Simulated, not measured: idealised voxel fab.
Presented below is a process module, voxel transistor to metal.
We display cut, a cross-section 215 nm in width whose square cells are each 5 nm.
Think of the cross-section as a grid of square cells. We describe it in bands, top to bottom, and each band covers one or more rows of those cells.
It is stipulated that each band's entry specify, in nanometres, the height of the top of the band and then that of its bottom, followed by the materials of the band in left-to-right sequence, each together with its width in nanometres. A single material marked by the word "full width" is understood to fill the band from edge to edge; the word "empty" is understood to denote empty space.
Basically, 0 is our baseline, since under it the wafer straight out of the box is all one material. The bottom band has no lower end and keeps on going down, so it looks like "z 0 and below".
A width given as "30 to 40" starts at the first number in the band's top row and ends at the second number in its bottom row, shifting by an equal amount at every step from row to row.
It should be understood that the words "no alteration", when stated for a given step, signify that the cross-section underwent no change in any of its cells during that step.
Closed empty spaces (no open way to the top) of 8 cells or more are what "Sealed-off cavities" lists, each as width x height at distance from the left edge, nm for all three.
It should be noted that, on the line of a given step, the content following the step's settings is a remark produced by the simulator itself with respect to that step.
"overlay nm" denotes, for a step that has a mask, the displacement of the mask to the right of its planned place, with negative values corresponding to the left.
Heads up before you read on: it's before/after pairs around one process step each, after side only down to the lowest band that changed, step plus settings under the pair. Pairs can be from different runs of this module, same starting wafer, so only chain a pair onto the one above if its "Pre-step view" entry says so.

Pre-step view
* z 40 to 35 = SiCN: 45, then empty: 5, then SiN: 5, then empty: 100, then SiN: 5, then empty: 5, then SiCN: 50
* z 35 to 30 = SiCN: 95, then empty: 5, then SiN: 10, then empty: 5, then SiCN: 100
* z 30 to 25 = polySi: 45, then SiCN: 50, then SiO2: 5, then SiN: 10, then SiO2: 5, then SiCN: 50, then polySi: 50
* z 25 to 5 = polySi full width
* z 5 to 0 = SiO2: 45, then polySi: 120, then SiO2: 50
* z 0 to -5 = SiO2 full width
* z -5 to -25 = SiO2: 55, then Si: 100, then SiO2: 60
* z -25 and below = Si full width
* Sealed-off cavities: none

Cross-Section Thereafter
* z 45 to 40 = SiO2 full width
* z 40 to 35 = SiCN: 45, then SiO2: 5, then SiN: 5, then SiO2: 100, then SiN: 5, then SiO2: 5, then SiCN: 50
* z 35 to 30 = SiCN: 95, then SiO2: 5, then SiN: 10, then SiO2: 5, then SiCN: 100
* For the remainder of the cross-section, below 30, there is no change.
* Sealed-off cavities: none
Here is the step that sits between the two cross-sections above: FILL_DEP | material SiO2 | thk nm 5

Pre-step view: after-step cross-section of the pair just above applies.

Cross-Section Thereafter
* z 35 to 30 = SiCN: 95, then SiO2: 5, then SiN: 10, then SiO2: 5, then SiCN: 100
* For the remainder of the cross-section, below 30, there is no change.
* Sealed-off cavities: none
Here is the step that sits between the two cross-sections above: CMP | height nm 35

Pre-step view: after-step cross-section of the pair just above applies.

Cross-Section Thereafter
* z 50 to 35 = SiO2 full width
* For the remainder of the cross-section, below 35, there is no change.
* Sealed-off cavities: none
Here is the step that sits between the two cross-sections above: DIRECTIONAL_DEP | material SiO2 | thk nm 15

Pre-step view: after-step cross-section of the pair just above applies.

Cross-Section Thereafter
* z 60 to 50 = aC full width
* For the remainder of the cross-section, below 50, there is no change.
* Sealed-off cavities: none
Here is the step that sits between the two cross-sections above: DIRECTIONAL_DEP | material aC | thk nm 10

Pre-step view: after-step cross-section of the pair just above applies.

Cross-Section Thereafter
* z 90 to 60 = resist: 60, then empty: 20, then resist: 50, then empty: 20, then resist: 65
* For the remainder of the cross-section, below 60, there is no change.
* Sealed-off cavities: none
Here is the step that sits between the two cross-sections above: PATTERN | tone open | mask id CONTACT | material resist | width nm 20 | pitch nm 70 | thk nm 30 | overlay nm 0

Pre-step view: after-step cross-section of the pair just above applies.

Cross-Section Thereafter
* z 80 to 60 = resist: 60, then empty: 20, then resist: 50, then empty: 20, then resist: 65
* z 60 to 50 = aC: 60, then empty: 20, then aC: 50, then empty: 20, then aC: 65
* For the remainder of the cross-section, below 50, there is no change.
* Sealed-off cavities: none
Here is the step that sits between the two cross-sections above: DIRECTIONAL_ETCH | etch materials aC | depth nm 10

Pre-step view: after-step cross-section of the pair just above applies.

Cross-Section Thereafter
* z 60 to 50 = aC: 60, then empty: 20, then aC: 50, then empty: 20, then aC: 65
* For the remainder of the cross-section, below 50, there is no change.
* Sealed-off cavities: none
Here is the step that sits between the two cross-sections above: STRIP | etch materials resist

Pre-step view: after-step cross-section of the pair just above applies.

Cross-Section Thereafter
* z 60 to 50 = aC: 60, then empty: 20, then aC: 50, then empty: 20, then aC: 65
* z 50 to 35 = SiO2: 60, then empty: 20, then SiO2: 50, then empty: 20, then SiO2: 65
* For the remainder of the cross-section, below 35, there is no change.
* Sealed-off cavities: none
Here is the step that sits between the two cross-sections above: DIRECTIONAL_ETCH | etch materials SiO2 | depth nm 50

Pre-step view: after-step cross-section of the pair just above applies.

Cross-Section Thereafter
* z 50 to 35 = SiO2: 60, then empty: 20, then SiO2: 50, then empty: 20, then SiO2: 65
* For the remainder of the cross-section, below 35, there is no change.
* Sealed-off cavities: none
Here is the step that sits between the two cross-sections above: STRIP | etch materials aC

Pre-step view: after-step cross-section of the pair just above applies.

Cross-Section Thereafter
* z 55 to 50 = TiN: 65, then empty: 10, then TiN: 60, then empty: 10, then TiN: 70
* z 50 to 40 = SiO2: 60, then TiN: 5, then empty: 10, then TiN: 5, then SiO2: 50, then TiN: 5, then empty: 10, then TiN: 5, then SiO2: 65
* z 40 to 35 = SiO2: 60, then TiN: 20, then SiO2: 50, then TiN: 20, then SiO2: 65
* For the remainder of the cross-section, below 35, there is no change.
* Sealed-off cavities: none
Here is the step that sits between the two cross-sections above: CONFORMAL_DEP | material TiN | thk nm 5

Pre-step view: after-step cross-section of the pair just above applies.

Cross-Section Thereafter
* z 65 to 55 = W full width
* z 55 to 50 = TiN: 65, then W: 10, then TiN: 60, then W: 10, then TiN: 70
* z 50 to 40 = SiO2: 60, then TiN: 5, then W: 10, then TiN: 5, then SiO2: 50, then TiN: 5, then W: 10, then TiN: 5, then SiO2: 65
* For the remainder of the cross-section, below 40, there is no change.
* Sealed-off cavities: none
Here is the step that sits between the two cross-sections above: FILL_DEP | material W | thk nm 10

Pre-step view: after-step cross-section of the pair just above applies.

Cross-Section Thereafter
* z 50 to 40 = SiO2: 60, then TiN: 5, then W: 10, then TiN: 5, then SiO2: 50, then TiN: 5, then W: 10, then TiN: 5, then SiO2: 65
* For the remainder of the cross-section, below 40, there is no change.
* Sealed-off cavities: none
Here is the step that sits between the two cross-sections above: CMP | height nm 50

Pre-step view: after-step cross-section of the pair just above applies.

Cross-Section Thereafter
* z 55 to 50 = TiN full width
* For the remainder of the cross-section, below 50, there is no change.
* Sealed-off cavities: none
Here is the step that sits between the two cross-sections above: DIRECTIONAL_DEP | material TiN | thk nm 5

Pre-step view: after-step cross-section of the pair just above applies.

Cross-Section Thereafter
* z 80 to 55 = Ru full width
* For the remainder of the cross-section, below 55, there is no change.
* Sealed-off cavities: none
Here is the step that sits between the two cross-sections above: DIRECTIONAL_DEP | material Ru | thk nm 25

Pre-step view: after-step cross-section of the pair just above applies.

Cross-Section Thereafter
* z 95 to 80 = aC full width
* For the remainder of the cross-section, below 80, there is no change.
* Sealed-off cavities: none
Here is the step that sits between the two cross-sections above: DIRECTIONAL_DEP | material aC | thk nm 15

Pre-step view: after-step cross-section of the pair just above applies.

Cross-Section Thereafter
* z 130 to 95 = empty: 60, then resist: 20, then empty: 50, then resist: 20, then empty: 65
* For the remainder of the cross-section, below 95, there is no change.
* Sealed-off cavities: none
Here is the step that sits between the two cross-sections above: PATTERN | tone cover | mask id METAL_1 | material resist | width nm 20 | pitch nm 70 | thk nm 35 | overlay nm 0

Pre-step view: after-step cross-section of the pair just above applies.

Cross-Section Thereafter
* z 115 to 95 = empty: 60, then resist: 20, then empty: 50, then resist: 20, then empty: 65
* z 95 to 80 = empty: 60, then aC: 20, then empty: 50, then aC: 20, then empty: 65
* For the remainder of the cross-section, below 80, there is no change.
* Sealed-off cavities: none
Here is the step that sits between the two cross-sections above: DIRECTIONAL_ETCH | etch materials aC | depth nm 15

Pre-step view: after-step cross-section of the pair just above applies.

Cross-Section Thereafter
* z 95 to 80 = empty: 60, then aC: 20, then empty: 50, then aC: 20, then empty: 65
* For the remainder of the cross-section, below 80, there is no change.
* Sealed-off cavities: none
Here is the step that sits between the two cross-sections above: STRIP | etch materials resist

Pre-step view: after-step cross-section of the pair just above applies.

Cross-Section Thereafter
* z 95 to 80 = empty: 60, then aC: 20, then empty: 50, then aC: 20, then empty: 65
* z 80 to 55 = empty: 60, then Ru: 20, then empty: 50, then Ru: 20, then empty: 65
* For the remainder of the cross-section, below 55, there is no change.
* Sealed-off cavities: none
Here is the step that sits between the two cross-sections above: DIRECTIONAL_ETCH | etch materials Ru | depth nm 25

Pre-step view: after-step cross-section of the pair just above applies.

Cross-Section Thereafter
* z 95 to 80 = empty: 60, then aC: 20, then empty: 50, then aC: 20, then empty: 65
* z 80 to 55 = empty: 60, then Ru: 20, then empty: 50, then Ru: 20, then empty: 65
* z 55 to 50 = empty: 60, then TiN: 20, then empty: 50, then TiN: 20, then empty: 65
* For the remainder of the cross-section, below 50, there is no change.
* Sealed-off cavities: none
Here is the step that sits between the two cross-sections above: DIRECTIONAL_ETCH | etch materials TiN | depth nm 5

Pre-step view: after-step cross-section of the pair just above applies.

Cross-Section Thereafter
* z 80 to 55 = empty: 60, then Ru: 20, then empty: 50, then Ru: 20, then empty: 65
* For the remainder of the cross-section, below 55, there is no change.
* Sealed-off cavities: none
Here is the step that sits between the two cross-sections above: STRIP | etch materials aC

Pre-step view: after-step cross-section of the pair just above applies.

Cross-Section Thereafter
* z 90 to 80 = lowk full width
* z 80 to 55 = lowk: 60, then Ru: 20, then lowk: 50, then Ru: 20, then lowk: 65
* z 55 to 50 = lowk: 60, then TiN: 20, then lowk: 50, then TiN: 20, then lowk: 65
* For the remainder of the cross-section, below 50, there is no change.
* Sealed-off cavities: none
Here is the step that sits between the two cross-sections above: FILL_DEP | material lowk | thk nm 10

Pre-step view: after-step cross-section of the pair just above applies.

Cross-Section Thereafter
* z 80 to 55 = lowk: 60, then Ru: 20, then lowk: 50, then Ru: 20, then lowk: 65
* For the remainder of the cross-section, below 55, there is no change.
* Sealed-off cavities: none
Here is the step that sits between the two cross-sections above: CMP | height nm 80

Pre-step view: after-step cross-section of the pair just above applies.

Cross-Section Thereafter
* z 85 to 80 = SiCN full width
* For the remainder of the cross-section, below 80, there is no change.
* Sealed-off cavities: none
Here is the step that sits between the two cross-sections above: CONFORMAL_DEP | material SiCN | thk nm 5
